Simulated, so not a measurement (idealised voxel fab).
The process module presented herein is designated voxel released beams.
Section cut is 270 nm wide and gridded with 5 nm square cells.
Heads up, the way a cross-section reads in here is a grid of square cells, handed over as bands from the top down, with every band being one or more rows of cells.
Within each band entry, the heights of the top and of the bottom of the band appear first, in that order and in nm; the materials of the band then follow from left to right, each with its corresponding width in nm. The designation "all across" on a single material indicates that it fills the band from edge to edge; the designation "empty" indicates empty space.
A quick word on heights: they are counted from 0, and under that level the wafer as it came to us is one material throughout. The lowest band is different from the rest in having no bottom; it simply continues downward, written as in "0 down".
So if you see something like "30->40" for the width, read it as the top row of the band sitting at the first number and the bottom row at the second, with every row in between moving by the same amount as the last.
"nothing was modified" (step): cross-section cells unchanged, all of them.
If an empty space has no open way to the top and is at least 8 cells in size, "Sealed cavities" lists it, written width x height at distance, where distance is measured from the left edge and every value is in nm.
after a step's settings: what the simulator itself notes on the step
The setting "overlay nm" may be written on the line of a step. When the step uses a mask, the value reports how far to the right of the planned place the mask lay, and a negative value reports that it lay to the left.

Planned process steps
1,RECEIVE (material Si)
2,CONFORMAL_DEP (material Al2O3; thk nm 10)
3,DIRECTIONAL_DEP (material SiO2; thk nm 15)
4,MASKED_ETCH (tone open; mask id ANCHOR; width nm 30; etch materials SiO2; depth nm 15; overlay nm 0)
5,CONFORMAL_DEP (material polySi; thk nm 10)
6,MASKED_ETCH (tone cover; mask id BEAM; width nm 115; etch materials polySi; depth nm 10; overlay nm 0)
7,STRIP (etch materials SiO2)

First wafer of two (run as planned)

Step 1 complete: cross-section of the wafer as received
	0 down | Si all across
	Sealed cavities: none

So this is the wafer cross-section right after step 2
	10 to 0 | Al2O3 all across
	No changes below 0.

So this is the wafer cross-section right after step 3
	25 to 10 | SiO2 all across
	No changes below 10.

So this is the wafer cross-section right after step 4
	25 to 10 | SiO2 80 nm; empty 30 nm; SiO2 160 nm
	No changes below 10.

So this is the wafer cross-section right after step 5
	35 to 25 | polySi 90 nm; empty 10 nm; polySi 170 nm
	25 to 20 | SiO2 80 nm; polySi 10 nm; empty 10 nm; polySi 10 nm; SiO2 160 nm
	20 to 10 | SiO2 80 nm; polySi 30 nm; SiO2 160 nm
	No changes below 10.

So this is the wafer cross-section right after step 6
	35 to 25 | empty 75 nm; polySi 15 nm; empty 10 nm; polySi 90 nm; empty 80 nm
	No changes below 25.

So this is the wafer cross-section right after step 7
	35 to 25 | empty 75 nm; polySi 15 nm; empty 10 nm; polySi 90 nm; empty 80 nm
	25 to 20 | empty 80 nm; polySi 10 nm; empty 10 nm; polySi 10 nm; empty 160 nm
	20 to 10 | empty 80 nm; polySi 30 nm; empty 160 nm
	No changes below 10.

Wafer two of two - same starting point, same process plan, one mistake in execution; matches wafer one up to and including step 5

What the second wafer looks like in cross-section when step 6 should have wrapped up
	35 to 25 | empty 75 nm; polySi 15 nm; empty 10 nm; polySi 95 nm; empty 75 nm
	No changes below 25.

What the second wafer looks like in cross-section when step 7 should have wrapped up
	35 to 25 | empty 75 nm; polySi 15 nm; empty 10 nm; polySi 95 nm; empty 75 nm
	25 to 20 | empty 80 nm; polySi 10 nm; empty 10 nm; polySi 10 nm; empty 160 nm
	20 to 10 | empty 80 nm; polySi 30 nm; empty 160 nm
	No changes below 10.
Error vs. plan: step 6: run off-plan, actual operation and settings MASKED_ETCH (tone cover; mask id BEAM; width nm 120; etch materials polySi; depth nm 10; overlay nm 0)
The final cell counts differ between the wafers, with the second having more or fewer of some materials than the first: +2 polySi
